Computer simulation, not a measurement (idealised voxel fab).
process module | voxel self aligned vias
cross-section cut | 195 nm wide | cells 5 nm
A cross-section is a grid of square cells, given in bands from the top down. A band is one or more rows of cells.
Each band's line starts with the height of the band's top and of its bottom, in nm. Then come its materials from left to right, each with its width in nm. One material with "throughout" fills the band from edge to edge. "air" is empty space.
Height 0 is the level under which the wafer as received is all one material. The lowest band goes on downwards, as in "0 down".
A width such as "30 to 40" changes by the same amount from each row of cells to the next, from the band's top row to its bottom row.
"no change" after a step means that no cell of the cross-section changed.
closed voids: empty space of 8 cells or more with no open way to the top, each as width x height at its distance from the left edge, in nm
after a step's settings: what the simulator itself notes on the step
overlay nm, on a step with a mask: how far to the right of its planned place the mask lay; to the left if negative
plan
1 op RECEIVE | material Si
2 op CONFORMAL_DEP | material SiO2 | thk nm 10
3 op CONFORMAL_DEP | material SiCN | thk nm 5
4 op DIRECTIONAL_DEP | material SiO2 | thk nm 20
5 op MASKED_ETCH | tone open | mask id LINES | width nm 25 | pitch nm 65 | etch materials SiO2 | depth nm 20 | overlay nm 0
6 op CONFORMAL_DEP | material TiN | thk nm 5
7 op FILL_DEP | material Ru | thk nm 5
8 op CMP | height nm 35
9 op SELECTIVE_ETCH | etch materials W Ru TiN | depth nm 5
10 op FILL_DEP | material SiN | thk nm 5
11 op CMP | height nm 35
12 op DIRECTIONAL_DEP | material SiO2 | thk nm 15
13 op DIRECTIONAL_DEP | material aC | thk nm 10
14 op PATTERN | tone open | mask id VIAS | material resist | width nm 45 | thk nm 25 | overlay nm 0
15 op DIRECTIONAL_ETCH | etch materials aC | depth nm 10
16 op STRIP | etch materials resist
17 op DIRECTIONAL_ETCH | etch materials SiO2 | depth nm 15
18 op DIRECTIONAL_ETCH | etch materials SiN | depth nm 5
19 op STRIP | etch materials aC
20 op CONFORMAL_DEP | material TiN | thk nm 5
21 op FILL_DEP | material Cu | thk nm 10
22 op CMP | height nm 50
23 op CONFORMAL_DEP | material SiCN | thk nm 5
first wafer, as planned
as received, after step 1
  0 down: Si throughout
  closed voids: none
after step 2
  10 to 0: SiO2 throughout
  below 0: unchanged
after step 3
  15 to 10: SiCN throughout
  below 10: unchanged
after step 4
  35 to 15: SiO2 throughout
  below 15: unchanged
after step 5
  35 to 15: SiO2 50 | air 25 | SiO2 40 | air 25 | SiO2 55
  below 15: unchanged
after step 6
  40 to 35: TiN 55 | air 15 | TiN 50 | air 15 | TiN 60
  35 to 20: SiO2 50 | TiN 5 | air 15 | TiN 5 | SiO2 40 | TiN 5 | air 15 | TiN 5 | SiO2 55
  20 to 15: SiO2 50 | TiN 25 | SiO2 40 | TiN 25 | SiO2 55
  below 15: unchanged
after step 7
  45 to 40: Ru throughout
  40 to 35: TiN 55 | Ru 15 | TiN 50 | Ru 15 | TiN 60
  35 to 20: SiO2 50 | TiN 5 | Ru 15 | TiN 5 | SiO2 40 | TiN 5 | Ru 15 | TiN 5 | SiO2 55
  below 20: unchanged
after step 8
  35 to 20: SiO2 50 | TiN 5 | Ru 15 | TiN 5 | SiO2 40 | TiN 5 | Ru 15 | TiN 5 | SiO2 55
  below 20: unchanged
after step 9
  35 to 30: SiO2 50 | air 25 | SiO2 40 | air 25 | SiO2 55
  below 30: unchanged
after step 10
  40 to 35: SiN throughout
  35 to 30: SiO2 50 | SiN 25 | SiO2 40 | SiN 25 | SiO2 55
  below 30: unchanged
after step 11
  35 to 30: SiO2 50 | SiN 25 | SiO2 40 | SiN 25 | SiO2 55
  below 30: unchanged
after step 12
  50 to 35: SiO2 throughout
  below 35: unchanged
after step 13
  60 to 50: aC throughout
  below 50: unchanged
after step 14
  85 to 60: resist 40 | air 45 | resist 110
  below 60: unchanged
after step 15
  75 to 60: resist 40 | air 45 | resist 110
  60 to 50: aC 40 | air 45 | aC 110
  below 50: unchanged
after step 16
  60 to 50: aC 40 | air 45 | aC 110
  below 50: unchanged
after step 17
  60 to 50: aC 40 | air 45 | aC 110
  50 to 35: SiO2 40 | air 45 | SiO2 110
  below 35: unchanged
after step 18
  60 to 50: aC 40 | air 45 | aC 110
  50 to 35: SiO2 40 | air 45 | SiO2 110
  35 to 30: SiO2 50 | air 25 | SiO2 40 | SiN 25 | SiO2 55
  below 30: unchanged
after step 19
  50 to 35: SiO2 40 | air 45 | SiO2 110
  below 35: unchanged
after step 20
  55 to 50: TiN 45 | air 35 | TiN 115
  50 to 40: SiO2 40 | TiN 5 | air 35 | TiN 5 | SiO2 110
  40 to 35: SiO2 40 | TiN 15 | air 15 | TiN 15 | SiO2 110
  35 to 30: SiO2 50 | TiN 25 | SiO2 40 | SiN 25 | SiO2 55
  below 30: unchanged
after step 21
  65 to 55: Cu throughout
  55 to 50: TiN 45 | Cu 35 | TiN 115
  50 to 40: SiO2 40 | TiN 5 | Cu 35 | TiN 5 | SiO2 110
  40 to 35: SiO2 40 | TiN 15 | Cu 15 | TiN 15 | SiO2 110
  below 35: unchanged
after step 22
  50 to 40: SiO2 40 | TiN 5 | Cu 35 | TiN 5 | SiO2 110
  below 40: unchanged
after step 23
  55 to 50: SiCN throughout
  below 50: unchanged
second wafer: like start, like plan, one mistake. Through step 13 it matches the first wafer
when step 14 should have ended
  85 to 60: resist 45 | air 45 | resist 105
  below 60: unchanged
when step 15 should have ended
  75 to 60: resist 45 | air 45 | resist 105
  60 to 50: aC 45 | air 45 | aC 105
  below 50: unchanged
when step 16 should have ended
  60 to 50: aC 45 | air 45 | aC 105
  below 50: unchanged
when step 17 should have ended
  60 to 50: aC 45 | air 45 | aC 105
  50 to 35: SiO2 45 | air 45 | SiO2 105
  below 35: unchanged
when step 18 should have ended
  60 to 50: aC 45 | air 45 | aC 105
  50 to 35: SiO2 45 | air 45 | SiO2 105
  35 to 30: SiO2 50 | air 25 | SiO2 40 | SiN 25 | SiO2 55
  below 30: unchanged
when step 19 should have ended
  50 to 35: SiO2 45 | air 45 | SiO2 105
  below 35: unchanged
when step 20 should have ended
  55 to 50: TiN 50 | air 35 | TiN 110
  50 to 40: SiO2 45 | TiN 5 | air 35 | TiN 5 | SiO2 105
  40 to 35: SiO2 45 | TiN 10 | air 15 | TiN 20 | SiO2 105
  35 to 30: SiO2 50 | TiN 25 | SiO2 40 | SiN 25 | SiO2 55
  below 30: unchanged
when step 21 should have ended
  65 to 55: Cu throughout
  55 to 50: TiN 50 | Cu 35 | TiN 110
  50 to 40: SiO2 45 | TiN 5 | Cu 35 | TiN 5 | SiO2 105
  40 to 35: SiO2 45 | TiN 10 | Cu 15 | TiN 20 | SiO2 105
  below 35: unchanged
when step 22 should have ended
  50 to 40: SiO2 45 | TiN 5 | Cu 35 | TiN 5 | SiO2 105
  below 40: unchanged
when step 23 should have ended
  55 to 50: SiCN throughout
  below 50: unchanged
what went wrong: step 14 ran as: op PATTERN | tone open | mask id VIAS | material resist | width nm 45 | thk nm 25 | overlay nm 5
at the end the second wafer has, in cells: as many of each material as the first, in other places
